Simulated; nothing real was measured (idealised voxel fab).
The process module presented herein is designated voxel air gaps.
cross-section cut | 290 nm wide | cells 5 nm
A cross-section is written here as square cells arranged in a grid, and it is given in bands from the top down, each band taking up one or more rows of cells.
Heights first: top, then bottom, in nm. Then materials, left to right, each with a width in nm. "full width" on a single material: fills the band edge to edge. "empty": empty space.
Heights from 0 (as-received wafer is one material below). Bottom band endless downward, as "0 down".
It should be noted that a width expressed as "30->40" varies in equal increments from row to row of cells within the band, taking the value of the first number at the top row and that of the second number at the bottom row.
The cross-section has no changed cell in any step marked "nothing was modified".
Closed empty spaces (no open way to the top) of 8 cells or more are what "Encapsulated voids" lists, each as width x height at distance from the left edge, nm for all three.
Text after the settings on a step's line: the simulator's own remark on that step.
Regarding "overlay nm": on a step with a mask, it is the distance the mask lay to the right of its planned place; a negative value places it to the left.
Each pair of cross-sections that follows straddles one process step: the one shows the state before the step, the other the state after it, down to the lowest band that changed and no further. The step in question, and its settings, are given under the pair. Note that a pair is not necessarily a continuation of the pair above it, since pairs can come from different runs of this module on the same starting wafer; it is a continuation only where its entry headed "Prior to step" says so.
## Prior to step
- 55 to 20 = empty: 60 / lowk: 20 / empty: 30 / lowk: 20 / empty: 30 / lowk: 20 / empty: 30 / lowk: 20 / empty: 60
- 20 to 15 = SiN full width
- 15 to 0 = SiO2 full width
- 0 down = Si full width
- Encapsulated voids: none
## Step Outcome
- 60 to 55 = empty: 55 / TiN: 30 / empty: 20 / TiN: 30 / empty: 20 / TiN: 30 / empty: 20 / TiN: 30 / empty: 55
- 55 to 25 = empty: 55 / TiN: 5 / lowk: 20 / TiN: 5 / empty: 20 / TiN: 5 / lowk: 20 / TiN: 5 / empty: 20 / TiN: 5 / lowk: 20 / TiN: 5 / empty: 20 / TiN: 5 / lowk: 20 / TiN: 5 / empty: 55
- 25 to 20 = TiN: 60 / lowk: 20 / TiN: 30 / lowk: 20 / TiN: 30 / lowk: 20 / TiN: 30 / lowk: 20 / TiN: 60
- Lower than 20, everything is as it was.
- Encapsulated voids: none
Between the two cross-sections shown above lies CONFORMAL_DEP: material TiN, thk nm 5
Prior to step: the cross-section after the pair above
## Step Outcome
- 70 to 60 = Cu full width
- 60 to 55 = Cu: 55 / TiN: 30 / Cu: 20 / TiN: 30 / Cu: 20 / TiN: 30 / Cu: 20 / TiN: 30 / Cu: 55
- 55 to 25 = Cu: 55 / TiN: 5 / lowk: 20 / TiN: 5 / Cu: 20 / TiN: 5 / lowk: 20 / TiN: 5 / Cu: 20 / TiN: 5 / lowk: 20 / TiN: 5 / Cu: 20 / TiN: 5 / lowk: 20 / TiN: 5 / Cu: 55
- Lower than 25, everything is as it was.
- Encapsulated voids: none
Between the two cross-sections shown above lies FILL_DEP: material Cu, thk nm 10
Prior to step: the cross-section after the pair above
## Step Outcome
- 55 to 25 = Cu: 55 / TiN: 5 / lowk: 20 / TiN: 5 / Cu: 20 / TiN: 5 / lowk: 20 / TiN: 5 / Cu: 20 / TiN: 5 / lowk: 20 / TiN: 5 / Cu: 20 / TiN: 5 / lowk: 20 / TiN: 5 / Cu: 55
- Lower than 25, everything is as it was.
- Encapsulated voids: none
Between the two cross-sections shown above lies CMP: height nm 55
Prior to step: the cross-section after the pair above
## Step Outcome
- 65 to 55 = Ru full width
- Lower than 55, everything is as it was.
- Encapsulated voids: none
Between the two cross-sections shown above lies EPI: material Ru, thk nm 10
Prior to step: the cross-section after the pair above
## Step Outcome
- 70 to 65 = SiCN full width
- Lower than 65, everything is as it was.
- Encapsulated voids: none
Between the two cross-sections shown above lies CONFORMAL_DEP: material SiCN, thk nm 5
